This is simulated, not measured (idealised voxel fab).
process module | voxel trench capacitor
cross-section cut | 150 nm wide | cells 5 nm
A cross-section is a grid of square cells, given in bands from the top down. A band is one or more rows of cells.
Each band's line starts with the height of the band's top and of its bottom, in nm. Then come its materials from left to right, each with its width in nm. One material with "throughout" fills the band from edge to edge. "air" is empty space.
Height 0 is the level under which the wafer as received is all one material. The lowest band goes on downwards, as in "0 down".
A width such as "30 to 40" changes by the same amount from each row of cells to the next, from the band's top row to its bottom row.
"no change" after a step means that no cell of the cross-section changed.
closed voids: empty space of 8 cells or more with no open way to the top, each as width x height at its distance from the left edge, in nm
after a step's settings: what the simulator itself notes on the step
overlay nm, on a step with a mask: how far to the right of its planned place the mask lay; to the left if negative
plan
1 op RECEIVE | material Si
2 op CONFORMAL_DEP | material SiN | thk nm 5
3 op PATTERN | tone open | mask id TRENCH | material resist | width nm 20 | pitch nm 40 | thk nm 15 | overlay nm 0
4 op DIRECTIONAL_ETCH | etch materials SiN | depth nm 5
5 op DIRECTIONAL_ETCH | etch materials Si | depth nm 35
6 op STRIP | etch materials resist
7 op CONFORMAL_DEP | material SiO2 | thk nm 5
8 op FILL_DEP | material polySi | thk nm 5
9 op CMP | height nm 5
first wafer, as planned
as received, after step 1
  0 down: Si throughout
  closed voids: none
after step 2
  5 to 0: SiN throughout
  below 0: unchanged
after step 3
  20 to 5: resist 25 | air 20 | resist 20 | air 20 | resist 20 | air 20 | resist 25
  below 5: unchanged
after step 4
  20 to 5: resist 25 | air 20 | resist 20 | air 20 | resist 20 | air 20 | resist 25
  5 to 0: SiN 25 | air 20 | SiN 20 | air 20 | SiN 20 | air 20 | SiN 25
  below 0: unchanged
after step 5
  20 to 5: resist 25 | air 20 | resist 20 | air 20 | resist 20 | air 20 | resist 25
  5 to 0: SiN 25 | air 20 | SiN 20 | air 20 | SiN 20 | air 20 | SiN 25
  0 to -35: Si 25 | air 20 | Si 20 | air 20 | Si 20 | air 20 | Si 25
  below -35: unchanged
after step 6
  5 to 0: SiN 25 | air 20 | SiN 20 | air 20 | SiN 20 | air 20 | SiN 25
  below 0: unchanged
after step 7
  10 to 5: SiO2 30 | air 10 | SiO2 30 | air 10 | SiO2 30 | air 10 | SiO2 30
  5 to 0: SiN 25 | SiO2 5 | air 10 | SiO2 5 | SiN 20 | SiO2 5 | air 10 | SiO2 5 | SiN 20 | SiO2 5 | air 10 | SiO2 5 | SiN 25
  0 to -30: Si 25 | SiO2 5 | air 10 | SiO2 5 | Si 20 | SiO2 5 | air 10 | SiO2 5 | Si 20 | SiO2 5 | air 10 | SiO2 5 | Si 25
  -30 to -35: Si 25 | SiO2 20 | Si 20 | SiO2 20 | Si 20 | SiO2 20 | Si 25
  below -35: unchanged
after step 8
  15 to 10: polySi throughout
  10 to 5: SiO2 30 | polySi 10 | SiO2 30 | polySi 10 | SiO2 30 | polySi 10 | SiO2 30
  5 to 0: SiN 25 | SiO2 5 | polySi 10 | SiO2 5 | SiN 20 | SiO2 5 | polySi 10 | SiO2 5 | SiN 20 | SiO2 5 | polySi 10 | SiO2 5 | SiN 25
  0 to -30: Si 25 | SiO2 5 | polySi 10 | SiO2 5 | Si 20 | SiO2 5 | polySi 10 | SiO2 5 | Si 20 | SiO2 5 | polySi 10 | SiO2 5 | Si 25
  below -30: unchanged
after step 9
  5 to 0: SiN 25 | SiO2 5 | polySi 10 | SiO2 5 | SiN 20 | SiO2 5 | polySi 10 | SiO2 5 | SiN 20 | SiO2 5 | polySi 10 | SiO2 5 | SiN 25
  below 0: unchanged
second wafer: like start, like plan, one mistake. Through step 4 it matches the first wafer
when step 5 should have ended
  20 to 5: resist 25 | air 20 | resist 20 | air 20 | resist 20 | air 20 | resist 25
  5 to 0: SiN 25 | air 20 | SiN 20 | air 20 | SiN 20 | air 20 | SiN 25
  0 to -70: Si 25 | air 20 | Si 20 | air 20 | Si 20 | air 20 | Si 25
  below -70: unchanged
when step 6 should have ended
  5 to 0: SiN 25 | air 20 | SiN 20 | air 20 | SiN 20 | air 20 | SiN 25
  below 0: unchanged
when step 7 should have ended
  10 to 5: SiO2 30 | air 10 | SiO2 30 | air 10 | SiO2 30 | air 10 | SiO2 30
  5 to 0: SiN 25 | SiO2 5 | air 10 | SiO2 5 | SiN 20 | SiO2 5 | air 10 | SiO2 5 | SiN 20 | SiO2 5 | air 10 | SiO2 5 | SiN 25
  0 to -65: Si 25 | SiO2 5 | air 10 | SiO2 5 | Si 20 | SiO2 5 | air 10 | SiO2 5 | Si 20 | SiO2 5 | air 10 | SiO2 5 | Si 25
  -65 to -70: Si 25 | SiO2 20 | Si 20 | SiO2 20 | Si 20 | SiO2 20 | Si 25
  below -70: unchanged
when step 8 should have ended
  15 to 10: polySi throughout
  10 to 5: SiO2 30 | polySi 10 | SiO2 30 | polySi 10 | SiO2 30 | polySi 10 | SiO2 30
  5 to 0: SiN 25 | SiO2 5 | polySi 10 | SiO2 5 | SiN 20 | SiO2 5 | polySi 10 | SiO2 5 | SiN 20 | SiO2 5 | polySi 10 | SiO2 5 | SiN 25
  0 to -65: Si 25 | SiO2 5 | polySi 10 | SiO2 5 | Si 20 | SiO2 5 | polySi 10 | SiO2 5 | Si 20 | SiO2 5 | polySi 10 | SiO2 5 | Si 25
  below -65: unchanged
when step 9 should have ended
  5 to 0: SiN 25 | SiO2 5 | polySi 10 | SiO2 5 | SiN 20 | SiO2 5 | polySi 10 | SiO2 5 | SiN 20 | SiO2 5 | polySi 10 | SiO2 5 | SiN 25
  below 0: unchanged
what went wrong: step 5 was run twice
at the end the second wafer has, in cells: 84 fewer of Si | 42 more of SiO2 | 42 more of polySi
